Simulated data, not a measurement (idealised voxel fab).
process module | voxel wiring stack
cross-section cut | 170 nm wide | cells 5 nm
A cross-section is a grid of square cells, given in bands from the top down. A band is one or more rows of cells.
Each band's line starts with the height of the band's top and of its bottom, in nm. Then come its materials from left to right, each with its width in nm. One material with "throughout" fills the band from edge to edge. "air" is empty space.
Height 0 is the level under which the wafer as received is all one material. The lowest band goes on downwards, as in "0 down".
A width such as "30 to 40" changes by the same amount from each row of cells to the next, from the band's top row to its bottom row.
"no change" after a step means that no cell of the cross-section changed.
closed voids: empty space of 8 cells or more with no open way to the top, each as width x height at its distance from the left edge, in nm
after a step's settings: what the simulator itself notes on the step
overlay nm, on a step with a mask: how far to the right of its planned place the mask lay; to the left if negative
plan
1 op RECEIVE | material Si
2 op CONFORMAL_DEP | material SiO2 | thk nm 10
3 op DIRECTIONAL_DEP | material TiN | thk nm 5
4 op DIRECTIONAL_DEP | material Ru | thk nm 25
5 op DIRECTIONAL_DEP | material aC | thk nm 10
6 op PATTERN | tone cover | mask id METAL_1 | material resist | width nm 20 | pitch nm 35 | thk nm 30 | overlay nm 0
7 op DIRECTIONAL_ETCH | etch materials aC | depth nm 10
8 op STRIP | etch materials resist
9 op DIRECTIONAL_ETCH | etch materials Ru | depth nm 25
10 op DIRECTIONAL_ETCH | etch materials TiN | depth nm 5
11 op STRIP | etch materials aC
12 op CONFORMAL_DEP | material SiN | thk nm 5
13 op FILL_DEP | material lowk | thk nm 10
14 op CMP | height nm 40
15 op CONFORMAL_DEP | material SiCN | thk nm 5
16 op DIRECTIONAL_DEP | material lowk | thk nm 25
17 op DIRECTIONAL_DEP | material aC | thk nm 15
18 op PATTERN | tone open | mask id METAL_2 | material resist | width nm 20 | pitch nm 35 | thk nm 30 | overlay nm 0
19 op DIRECTIONAL_ETCH | etch materials aC | depth nm 15
20 op STRIP | etch materials resist
21 op DIRECTIONAL_ETCH | etch materials lowk | depth nm 15
22 op STRIP | etch materials aC
23 op DIRECTIONAL_DEP | material aC | thk nm 10
24 op PATTERN | tone open | mask id METAL_2_HOLES | material resist | width nm 15 | pitch nm 35 | thk nm 25 | overlay nm 0
25 op DIRECTIONAL_ETCH | etch materials aC | depth nm 10
26 op STRIP | etch materials resist
27 op DIRECTIONAL_ETCH | etch materials lowk | depth nm 10
28 op DIRECTIONAL_ETCH | etch materials SiCN | depth nm 5
29 op STRIP | etch materials aC
30 op CONFORMAL_DEP | material TiN | thk nm 5
31 op FILL_DEP | material Ru | thk nm 5
32 op CMP | height nm 70
33 op CONFORMAL_DEP | material SiCN | thk nm 5
as received, after step 1
  0 down: Si throughout
  closed voids: none
first wafer at the end, as planned
  75 to 70: SiCN throughout
  70 to 60: lowk 40 | TiN 5 | Ru 10 | TiN 5 | lowk 15 | TiN 5 | Ru 10 | TiN 5 | lowk 15 | TiN 5 | Ru 10 | TiN 5 | lowk 40
  60 to 55: lowk 40 | TiN 5 | Ru 5 | TiN 10 | lowk 15 | TiN 5 | Ru 5 | TiN 10 | lowk 15 | TiN 5 | Ru 5 | TiN 10 | lowk 40
  55 to 45: lowk 40 | TiN 5 | Ru 5 | TiN 5 | lowk 20 | TiN 5 | Ru 5 | TiN 5 | lowk 20 | TiN 5 | Ru 5 | TiN 5 | lowk 45
  45 to 40: SiCN 40 | TiN 15 | SiCN 20 | TiN 15 | SiCN 20 | TiN 15 | SiCN 45
  40 to 15: lowk 35 | SiN 5 | Ru 20 | SiN 5 | lowk 5 | SiN 5 | Ru 20 | SiN 5 | lowk 5 | SiN 5 | Ru 20 | SiN 5 | lowk 35
  15 to 10: SiN 40 | TiN 20 | SiN 15 | TiN 20 | SiN 15 | TiN 20 | SiN 40
  10 to 0: SiO2 throughout
  0 down: Si throughout
  closed voids: none
second wafer at the end: like start, like plan, one mistake
  75 to 70: SiCN throughout
  70 to 65: SiCN 40 | TiN 15 | SiCN 20 | TiN 15 | SiCN 20 | TiN 15 | SiCN 45
  65 to 40: lowk throughout
  40 to 15: lowk 35 | SiN 5 | Ru 20 | SiN 5 | lowk 5 | SiN 5 | Ru 20 | SiN 5 | lowk 5 | SiN 5 | Ru 20 | SiN 5 | lowk 35
  15 to 10: SiN 40 | TiN 20 | SiN 15 | TiN 20 | SiN 15 | TiN 20 | SiN 40
  10 to 0: SiO2 throughout
  0 down: Si throughout
  closed voids: none
what went wrong: steps 15 and 16 were swapped
at the end the second wafer has, in cells: 21 fewer of Ru | 33 fewer of TiN | 54 more of lowk
